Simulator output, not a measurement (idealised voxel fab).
process module | voxel transistor to metal
Shown is cross-section cut, with a width of 180 nm and square cells of size 5 nm.
Cross-sections here: square-cell grids, written as top-down lists of bands, a band being one or more rows of cells. Band: top height; bottom height; in nm. Then, left to right: material with width in nm, for each material. "edge to edge": a single material spanning edge to edge. "air": empty space. Heights are expressed relative to 0, this being the level below which the as-received wafer comprises one material exclusively. The lowest band is unbounded in the downward direction and is denoted as in "top 0, no bottom". When a width is written as two numbers, as in "30 to 40", the first number is the width in the top row of cells of the band and the second is the width in its bottom row, and the width changes by the same amount from each row to the next. "everything unchanged" (step): cross-section cells unchanged, all of them. Voids not open to the top, 8 cells minimum: see "Closed void list". Written width x height at distance; distance is from the left edge; nm. Past the settings on a step's line: simulator remark, on that step. overlay nm: mask offset rightward from planned place, masked step; negative means leftward offset.
### These are the steps we planned for the process
1: RECEIVE | material Si
2: CONFORMAL_DEP | material SiO2 | thk nm 5
3: CONFORMAL_DEP | material SiN | thk nm 10
4: DIRECTIONAL_DEP | material aC | thk nm 15
5: PATTERN | tone cover | mask id ACTIVE | material resist | width nm 115 | thk nm 35 | overlay nm 0
6: DIRECTIONAL_ETCH | etch materials aC | depth nm 15
7: STRIP | etch materials resist
8: DIRECTIONAL_ETCH | etch materials SiN | depth nm 10
9: DIRECTIONAL_ETCH | etch materials SiO2 | depth nm 5
10: DIRECTIONAL_ETCH | etch materials Si | depth nm 20
11: STRIP | etch materials aC
12: OXIDIZE | depth nm 5
13: FILL_DEP | material SiO2 | thk nm 15
14: CMP | height nm 15
15: SELECTIVE_ETCH | etch materials SiO2 | depth nm 5
16: STRIP | etch materials SiN
17: SELECTIVE_ETCH | etch materials SiO2 | depth nm 5
18: OXIDIZE | depth nm 5
19: DIRECTIONAL_DEP | material polySi | thk nm 30
20: DIRECTIONAL_DEP | material SiCN | thk nm 10
21: MASKED_ETCH | tone cover | mask id GATE | width nm 25 | etch materials SiCN | depth nm 20 | overlay nm 0
22: MASKED_ETCH | tone cover | mask id GATE | width nm 25 | etch materials polySi | depth nm 40 | overlay nm 0
23: CONFORMAL_DEP | material SiN | thk nm 5
24: DIRECTIONAL_ETCH | etch materials SiN | depth nm 5
25: DIRECTIONAL_ETCH | etch materials SiO2 | depth nm 5
26: DIRECTIONAL_ETCH | etch materials Si | depth nm 15
27: EPI | material nSi | thk nm 15
28: FILL_DEP | material SiO2 | thk nm 5
29: CMP | height nm 30
30: STRIP | etch materials polySi
31: SELECTIVE_ETCH | etch materials SiO2 | depth nm 5
32: CONFORMAL_DEP | material HfO2 | thk nm 5
33: CONFORMAL_DEP | material TiN | thk nm 5
34: FILL_DEP | material W | thk nm 10
35: CMP | height nm 25
36: DIRECTIONAL_DEP | material SiO2 | thk nm 10
37: MASKED_ETCH | tone open | mask id CONTACT | width nm 15 | pitch nm 80 | etch materials SiO2 | depth nm 40 | overlay nm 0
38: CONFORMAL_DEP | material TiN | thk nm 5
39: FILL_DEP | material W | thk nm 5
40: CMP | height nm 35
41: DIRECTIONAL_DEP | material TiN | thk nm 5
42: DIRECTIONAL_DEP | material Ru | thk nm 20
43: MASKED_ETCH | tone cover | mask id METAL_1 | width nm 15 | pitch nm 80 | etch materials Ru | depth nm 20 | overlay nm 0
44: MASKED_ETCH | tone cover | mask id METAL_1 | width nm 15 | pitch nm 80 | etch materials TiN | depth nm 5 | overlay nm 0
45: CONFORMAL_DEP | material SiN | thk nm 5
46: FILL_DEP | material SiO2 | thk nm 10
47: CMP | height nm 60
48: CONFORMAL_DEP | material SiCN | thk nm 5
### As received (post step 1): cross-section
> top 0, no bottom  Si edge to edge
> Closed void list: none
### Final wafer profile in cross-section after the module, from the same start and plan as above, with one mistake made during processing
> top 65, bottom 60  SiCN edge to edge
> top 60, bottom 40  SiO2 35, SiN 5, Ru 15, SiN 5, SiO2 55, SiN 5, Ru 15, SiN 5, SiO2 40
> top 40, bottom 35  SiN 40, TiN 15, SiN 65, TiN 15, SiN 45
> top 35, bottom 25  SiO2 40, TiN 5, W 5, TiN 5, SiO2 65, TiN 5, W 5, TiN 5, SiO2 45
> top 25, bottom 10  SiO2 40, TiN 5, W 5, TiN 5, SiO2 15, SiN 5, TiN 5, W 15, TiN 5, SiN 5, SiO2 15, TiN 5, W 5, TiN 5, SiO2 45
> top 10, bottom 5  SiO2 40, TiN 5, W 5, TiN 5, nSi 15, SiN 5, TiN 5, W 15, TiN 5, SiN 5, nSi 15, TiN 5, W 5, TiN 5, SiO2 45
> top 5, bottom 0  SiO2 25, SiN 5, SiO2 10, TiN 5, W 5, TiN 5, nSi 15, SiN 5, TiN 5, W 15, TiN 5, SiN 5, nSi 15, TiN 5, W 5, TiN 5, SiO2 10, SiN 5, SiO2 30
> top 0, bottom -5  SiO2 40, TiN 15, nSi 15, TiN 35, nSi 15, TiN 15, SiO2 45
> top -5, bottom -20  SiO2 35, nSi 35, Si 35, nSi 35, SiO2 40
> top -20, bottom -25  SiO2 35, Si 105, SiO2 40
> top -25, no bottom  Si edge to edge
> Closed void list: none
In executing the process, a mistake was made relative to the plan: step 32 in the plan did not get run; it was skipped
